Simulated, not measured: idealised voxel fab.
process module | voxel self aligned vias
cross-section cut | 210 nm wide | cells 5 nm
A cross-section is a grid of square cells, given in bands from the top down. A band is one or more rows of cells.
Each band's line starts with the height of the band's top and of its bottom, in nm. Then come its materials from left to right, each with its width in nm. One material with "throughout" fills the band from edge to edge. "air" is empty space.
Height 0 is the level under which the wafer as received is all one material. The lowest band goes on downwards, as in "0 down".
A width such as "30 to 40" changes by the same amount from each row of cells to the next, from the band's top row to its bottom row.
"no change" after a step means that no cell of the cross-section changed.
closed voids: empty space of 8 cells or more with no open way to the top, each as width x height at its distance from the left edge, in nm
after a step's settings: what the simulator itself notes on the step
overlay nm, on a step with a mask: how far to the right of its planned place the mask lay; to the left if negative
plan
1 op RECEIVE | material Si
2 op CONFORMAL_DEP | material SiO2 | thk nm 15
3 op CONFORMAL_DEP | material SiCN | thk nm 5
4 op DIRECTIONAL_DEP | material lowk | thk nm 25
5 op PATTERN | tone open | mask id LINES | material resist | width nm 25 | pitch nm 50 | thk nm 20 | overlay nm -15
6 op DIRECTIONAL_ETCH | etch materials lowk | depth nm 25
7 op STRIP | etch materials resist
8 op CONFORMAL_DEP | material TiN | thk nm 5
9 op FILL_DEP | material Ru | thk nm 5
10 op CMP | height nm 45
11 op SELECTIVE_ETCH | etch materials W Ru TiN | depth nm 5
12 op FILL_DEP | material SiN | thk nm 10
13 op CMP | height nm 45
14 op DIRECTIONAL_DEP | material lowk | thk nm 15
15 op PATTERN | tone open | mask id VIAS | material resist | width nm 35 | pitch nm 100 | thk nm 20 | overlay nm 0
16 op DIRECTIONAL_ETCH | etch materials lowk | depth nm 15
17 op DIRECTIONAL_ETCH | etch materials SiN | depth nm 5
18 op STRIP | etch materials resist
19 op CONFORMAL_DEP | material TiN | thk nm 5
20 op FILL_DEP | material Ru | thk nm 5
21 op CMP | height nm 60
22 op CONFORMAL_DEP | material SiN | thk nm 5
varied across the wafers: overlay nm of step 5. The plan shows the first wafer's value. All wafers start alike
first wafer as received, after step 1
  0 down: Si throughout
  closed voids: none
first wafer at the end, after step 22
  65 to 60: SiN throughout
  60 to 50: lowk 35 | TiN 5 | Ru 25 | TiN 5 | lowk 65 | TiN 5 | Ru 25 | TiN 5 | lowk 40
  50 to 45: lowk 35 | TiN 5 | Ru 5 | TiN 25 | lowk 65 | TiN 5 | Ru 5 | TiN 25 | lowk 40
  45 to 40: lowk 25 | SiN 10 | TiN 15 | lowk 25 | SiN 25 | lowk 25 | SiN 10 | TiN 15 | lowk 60
  40 to 25: lowk 25 | TiN 5 | Ru 15 | TiN 5 | lowk 25 | TiN 5 | Ru 15 | TiN 5 | lowk 25 | TiN 5 | Ru 15 | TiN 5 | lowk 60
  25 to 20: lowk 25 | TiN 25 | lowk 25 | TiN 25 | lowk 25 | TiN 25 | lowk 60
  20 to 15: SiCN throughout
  15 to 0: SiO2 throughout
  0 down: Si throughout
  closed voids: none
last wafer at the end
  65 to 60: SiN throughout
  60 to 50: lowk 35 | TiN 5 | Ru 25 | TiN 5 | lowk 65 | TiN 5 | Ru 25 | TiN 5 | lowk 40
  50 to 45: lowk 35 | TiN 25 | Ru 5 | TiN 5 | lowk 65 | TiN 25 | Ru 5 | TiN 5 | lowk 40
  45 to 40: lowk 55 | TiN 15 | SiN 10 | lowk 25 | SiN 25 | lowk 25 | TiN 15 | SiN 10 | lowk 30
  40 to 25: lowk 55 | TiN 5 | Ru 15 | TiN 5 | lowk 25 | TiN 5 | Ru 15 | TiN 5 | lowk 25 | TiN 5 | Ru 15 | TiN 5 | lowk 30
  25 to 20: lowk 55 | TiN 25 | lowk 25 | TiN 25 | lowk 25 | TiN 25 | lowk 30
  20 to 15: SiCN throughout
  15 to 0: SiO2 throughout
  0 down: Si throughout
  closed voids: none
each wafer at the end: cells of each material gained (+) or lost (-) since it was received, then its closed voids
overlay nm -15 | +49 Ru | +42 SiCN | +51 SiN | +126 SiO2 | +59 TiN | +219 lowk | closed voids: none
overlay nm -10 | +51 Ru | +42 SiCN | +49 SiN | +126 SiO2 | +59 TiN | +219 lowk | closed voids: none
overlay nm -5 | +53 Ru | +42 SiCN | +47 SiN | +126 SiO2 | +59 TiN | +219 lowk | closed voids: none
overlay nm 0 | +53 Ru | +42 SiCN | +47 SiN | +126 SiO2 | +59 TiN | +219 lowk | closed voids: none
overlay nm 5 | +53 Ru | +42 SiCN | +47 SiN | +126 SiO2 | +59 TiN | +219 lowk | closed voids: none
overlay nm 10 | +51 Ru | +42 SiCN | +49 SiN | +126 SiO2 | +59 TiN | +219 lowk | closed voids: none
overlay nm 15 | +49 Ru | +42 SiCN | +51 SiN | +126 SiO2 | +59 TiN | +219 lowk | closed voids: none
